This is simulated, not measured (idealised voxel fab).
process module | voxel ribs on slabs
cross-section cut | 280 nm wide | cells 5 nm
A cross-section is a grid of square cells, given in bands from the top down. A band is one or more rows of cells.
Each band's line starts with the height of the band's top and of its bottom, in nm. Then come its materials from left to right, each with its width in nm. One material with "throughout" fills the band from edge to edge. "air" is empty space.
Height 0 is the level under which the wafer as received is all one material. The lowest band goes on downwards, as in "0 down".
A width such as "30 to 40" changes by the same amount from each row of cells to the next, from the band's top row to its bottom row.
"no change" after a step means that no cell of the cross-section changed.
closed voids: empty space of 8 cells or more with no open way to the top, each as width x height at its distance from the left edge, in nm
after a step's settings: what the simulator itself notes on the step
overlay nm, on a step with a mask: how far to the right of its planned place the mask lay; to the left if negative
plan
1 op RECEIVE | material Si
2 op DIRECTIONAL_DEP | material SiO2 | thk nm 25
3 op DIRECTIONAL_DEP | material polySi | thk nm 15
4 op DIRECTIONAL_DEP | material aC | thk nm 10
5 op PATTERN | tone cover | mask id RIB | material resist | width nm 15 | thk nm 30 | overlay nm 0
6 op DIRECTIONAL_ETCH | etch materials aC | depth nm 10
7 op STRIP | etch materials resist
8 op DIRECTIONAL_ETCH | etch materials polySi | depth nm 10
9 op STRIP | etch materials aC
10 op MASKED_ETCH | tone cover | mask id SLAB | width nm 45 | etch materials polySi | depth nm 5 | overlay nm 0
11 op FILL_DEP | material SiO2 | thk nm 15
12 op CMP | height nm 50
13 op DIRECTIONAL_DEP | material TiN | thk nm 5
14 op MASKED_ETCH | tone cover | mask id HEATER | width nm 25 | etch materials TiN | depth nm 5 | overlay nm 0
15 op CONFORMAL_DEP | material SiO2 | thk nm 10
as received, after step 1
  0 down: Si throughout
  closed voids: none
a wafer at the end: this start, this plan, one mistake
  65 to 60: air 105 | SiO2 45 | air 130
  60 to 55: SiO2 throughout
  55 to 50: SiO2 115 | TiN 25 | SiO2 140
  50 to 40: SiO2 throughout
  40 to 30: SiO2 130 | polySi 15 | SiO2 135
  30 to 25: SiO2 115 | polySi 45 | SiO2 120
  25 to 0: SiO2 throughout
  0 down: Si throughout
  closed voids: none
what went wrong: step 14 ran as: op MASKED_ETCH | tone cover | mask id HEATER | width nm 25 | etch materials TiN | depth nm 5 | overlay nm -10
